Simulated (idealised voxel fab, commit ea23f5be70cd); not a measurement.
The following is a process module called voxel spacer lines.
Square cell edge 5 nm, section width 235 nm, ID cut.
A cross-section in this document is a grid of square cells, and it is written down as bands, the top band listed before the ones below it; a band is made up of one or more rows of cells. It is stipulated that each band's entry specify, in nanometres, the height of the top of the band and then that of its bottom, followed by the materials of the band in left-to-right sequence, each together with its width in nanometres. A single material marked by the word "everywhere" is understood to fill the band from edge to edge; the word "empty" is understood to denote empty space. Measure heights from 0. That's the level where, below it, the as-received wafer is all one material. The lowest band is bottomless and extends downward; write it as in "0..down". The notation "30->40" denotes a width that varies across the rows of cells in the band, beginning at the first number in the top row, finishing at the second number in the bottom row, and changing by an identical amount from each row to the next. "remains unaltered" -> step changed no cross-section cell. If an empty space has no open way to the top and is at least 8 cells in size, "Enclosed empty spaces" lists it, written width x height at distance, where distance is measured from the left edge and every value is in nm. Whatever follows a step's settings on its line is a remark the simulator itself makes about that step. overlay nm: mask right of planned place by this much (step with mask). Neg. = left.
Planned step list for the process:
1) RECEIVE (material Si)
2) CONFORMAL_DEP (material Al2O3; thk nm 5)
3) DIRECTIONAL_DEP (material W; thk nm 20)
4) DIRECTIONAL_DEP (material polySi; thk nm 30)
5) PATTERN (tone cover; mask id MANDREL; material resist; width nm 20; pitch nm 60; thk nm 35; overlay nm 0)
6) DIRECTIONAL_ETCH (etch materials polySi; depth nm 30)
7) STRIP (etch materials resist)
8) CONFORMAL_DEP (material SiO2; thk nm 10)
9) DIRECTIONAL_ETCH (etch materials SiO2; depth nm 10)
10) STRIP (etch materials polySi)
11) DIRECTIONAL_ETCH (etch materials W; depth nm 20)
12) STRIP (etch materials SiO2)
13) FILL_DEP (material SiO2; thk nm 5)
14) CMP (height nm 25)
On the first of the two wafers: run conducted according to plan:
Incoming wafer, cross-sectional view, post step 1:
* 0..down: Si everywhere
* Enclosed empty spaces: none
Take a look at the wafer's cross-section after step 2:
* 5..0: Al2O3 everywhere
* Note: structure below 0 unchanged.
Take a look at the wafer's cross-section after step 3:
* 25..5: W everywhere
* Note: structure below 5 unchanged.
Take a look at the wafer's cross-section after step 4:
* 55..25: polySi everywhere
* Note: structure below 25 unchanged.
Take a look at the wafer's cross-section after step 5:
* 90..55: 75 empty, 20 resist, 40 empty, 20 resist, 80 empty
* Note: structure below 55 unchanged.
Take a look at the wafer's cross-section after step 6:
* 90..55: 75 empty, 20 resist, 40 empty, 20 resist, 80 empty
* 55..25: 75 empty, 20 polySi, 40 empty, 20 polySi, 80 empty
* Note: structure below 25 unchanged.
Take a look at the wafer's cross-section after step 7:
* 55..25: 75 empty, 20 polySi, 40 empty, 20 polySi, 80 empty
* Note: structure below 25 unchanged.
Take a look at the wafer's cross-section after step 8:
* 65..55: 65 empty, 40 SiO2, 20 empty, 40 SiO2, 70 empty
* 55..35: 65 empty, 10 SiO2, 20 polySi, 10 SiO2, 20 empty, 10 SiO2, 20 polySi, 10 SiO2, 70 empty
* 35..25: 75 SiO2, 20 polySi, 40 SiO2, 20 polySi, 80 SiO2
* Note: structure below 25 unchanged.
Take a look at the wafer's cross-section after step 9:
* 55..25: 65 empty, 10 SiO2, 20 polySi, 10 SiO2, 20 empty, 10 SiO2, 20 polySi, 10 SiO2, 70 empty
* Note: structure below 25 unchanged.
Take a look at the wafer's cross-section after step 10:
* 55..25: 65 empty, 10 SiO2, 20 empty, 10 SiO2, 20 empty, 10 SiO2, 20 empty, 10 SiO2, 70 empty
* Note: structure below 25 unchanged.
Take a look at the wafer's cross-section after step 11:
* 55..25: 65 empty, 10 SiO2, 20 empty, 10 SiO2, 20 empty, 10 SiO2, 20 empty, 10 SiO2, 70 empty
* 25..5: 65 empty, 10 W, 20 empty, 10 W, 20 empty, 10 W, 20 empty, 10 W, 70 empty
* Note: structure below 5 unchanged.
Take a look at the wafer's cross-section after step 12:
* 25..5: 65 empty, 10 W, 20 empty, 10 W, 20 empty, 10 W, 20 empty, 10 W, 70 empty
* Note: structure below 5 unchanged.
Take a look at the wafer's cross-section after step 13:
* 30..25: SiO2 everywhere
* 25..5: 65 SiO2, 10 W, 20 SiO2, 10 W, 20 SiO2, 10 W, 20 SiO2, 10 W, 70 SiO2
* Note: structure below 5 unchanged.
Take a look at the wafer's cross-section after step 14:
* 25..5: 65 SiO2, 10 W, 20 SiO2, 10 W, 20 SiO2, 10 W, 20 SiO2, 10 W, 70 SiO2
* Note: structure below 5 unchanged.
It is to be noted that the second wafer proceeded from the same initial state and according to the same plan as the first, although one mistake was committed in its execution; through step 2, inclusive, the two wafers share an identical history:
Cross-section of the second wafer at the time step 3 of the plan should have ended:
* 20..5: W everywhere
* Note: structure below 5 unchanged.
Cross-section of the second wafer at the time step 4 of the plan should have ended:
* 50..20: polySi everywhere
* Note: structure below 20 unchanged.
Cross-section of the second wafer at the time step 5 of the plan should have ended:
* 85..50: 75 empty, 20 resist, 40 empty, 20 resist, 80 empty
* Note: structure below 50 unchanged.
Cross-section of the second wafer at the time step 6 of the plan should have ended:
* 85..50: 75 empty, 20 resist, 40 empty, 20 resist, 80 empty
* 50..20: 75 empty, 20 polySi, 40 empty, 20 polySi, 80 empty
* Note: structure below 20 unchanged.
Cross-section of the second wafer at the time step 7 of the plan should have ended:
* 50..20: 75 empty, 20 polySi, 40 empty, 20 polySi, 80 empty
* Note: structure below 20 unchanged.
Cross-section of the second wafer at the time step 8 of the plan should have ended:
* 60..50: 65 empty, 40 SiO2, 20 empty, 40 SiO2, 70 empty
* 50..30: 65 empty, 10 SiO2, 20 polySi, 10 SiO2, 20 empty, 10 SiO2, 20 polySi, 10 SiO2, 70 empty
* 30..20: 75 SiO2, 20 polySi, 40 SiO2, 20 polySi, 80 SiO2
* Note: structure below 20 unchanged.
Cross-section of the second wafer at the time step 9 of the plan should have ended:
* 50..20: 65 empty, 10 SiO2, 20 polySi, 10 SiO2, 20 empty, 10 SiO2, 20 polySi, 10 SiO2, 70 empty
* Note: structure below 20 unchanged.
Cross-section of the second wafer at the time step 10 of the plan should have ended:
* 50..20: 65 empty, 10 SiO2, 20 empty, 10 SiO2, 20 empty, 10 SiO2, 20 empty, 10 SiO2, 70 empty
* Note: structure below 20 unchanged.
Cross-section of the second wafer at the time step 11 of the plan should have ended:
* 50..20: 65 empty, 10 SiO2, 20 empty, 10 SiO2, 20 empty, 10 SiO2, 20 empty, 10 SiO2, 70 empty
* 20..5: 65 empty, 10 W, 20 empty, 10 W, 20 empty, 10 W, 20 empty, 10 W, 70 empty
* Note: structure below 5 unchanged.
Cross-section of the second wafer at the time step 12 of the plan should have ended:
* 20..5: 65 empty, 10 W, 20 empty, 10 W, 20 empty, 10 W, 20 empty, 10 W, 70 empty
* Note: structure below 5 unchanged.
Cross-section of the second wafer at the time step 13 of the plan should have ended:
* 25..20: SiO2 everywhere
* 20..5: 65 SiO2, 10 W, 20 SiO2, 10 W, 20 SiO2, 10 W, 20 SiO2, 10 W, 70 SiO2
* Note: structure below 5 unchanged.
Cross-section of the second wafer at the time step 14 of the plan should have ended: remains unaltered
The mistake made against the process plan was this: step 3 was not run as planned; what actually ran was DIRECTIONAL_DEP (material W; thk nm 15)
FYI, end of process, the second wafer has more or fewer cells of some materials than the first: 8 more of SiO2, 8 fewer of W
